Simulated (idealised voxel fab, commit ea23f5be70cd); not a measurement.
You're looking at the process module voxel fin reveal.
Square cell edge 5 nm, section width 210 nm, ID cut.
Throughout this document, each cross-section is represented as a grid of square cells and is presented as a sequence of bands enumerated from the top downward, where a band comprises one or more rows of cells.
Heights first: top, then bottom, in nm. Then materials, left to right, each with a width in nm. "all across" on a single material: fills the band edge to edge. "blank": empty space.
Convention: height 0 is the level below which the wafer, as received, is all one material. The lowest band does not terminate at the bottom but continues downward, represented as "0 -> down".
It should be noted that a width expressed as "30 to 40" varies in equal increments from row to row of cells within the band, taking the value of the first number at the top row and that of the second number at the bottom row.
Key: "no change occurred" - step with no changed cell in the cross-section.
"Internal closed voids": empty spaces of 8 cells or more with no open way to the top, each given as width x height at distance, distance from the left edge, all in nm.
Formally, on a step line, whatever follows the settings is a remark that the simulator itself makes on the step.
The setting "overlay nm" may be written on the line of a step. When the step uses a mask, the value reports how far to the right of the planned place the mask lay, and a negative value reports that it lay to the left.
List of planned process steps:
| 1 | RECEIVE: material Si |
| 2 | CONFORMAL_DEP: material SiN, thk nm 10 |
| 3 | DIRECTIONAL_DEP: material aC, thk nm 15 |
| 4 | PATTERN: tone cover, mask id FINS, material resist, width nm 15, pitch nm 40, thk nm 30, overlay nm 0 |
| 5 | DIRECTIONAL_ETCH: etch materials aC, depth nm 15 |
| 6 | STRIP: etch materials resist |
| 7 | DIRECTIONAL_ETCH: etch materials SiN, depth nm 10 |
| 8 | DIRECTIONAL_ETCH: etch materials Si, depth nm 30 |
| 9 | STRIP: etch materials aC |
| 10 | FILL_DEP: material SiO2, thk nm 15 |
| 11 | CMP: height nm 10 |
| 12 | SELECTIVE_ETCH: etch materials SiO2, depth nm 30 |
| 13 | STRIP: etch materials SiN |
| 14 | CONFORMAL_DEP: material HfO2, thk nm 5 |
Cross-section, incoming material, after step 1:
  0 -> down  Si all across
  Internal closed voids: none
Starting structure and process plan are as shown above, but one mistake was made in running the module; the wafer cross-section at the end of the module follows:
  5 -> 0  blank: 70, HfO2: 25, blank: 15, HfO2: 25, blank: 75
  0 -> -15  blank: 70, HfO2: 5, Si: 15, HfO2: 5, blank: 15, HfO2: 5, Si: 15, HfO2: 5, blank: 75
  -15 -> -20  HfO2: 75, Si: 15, HfO2: 25, Si: 15, HfO2: 80
  -20 -> -60  SiO2: 75, Si: 15, SiO2: 25, Si: 15, SiO2: 80
  -60 -> down  Si all across
  Internal closed voids: none
Deviation from plan: the plan had its step 8 run twice
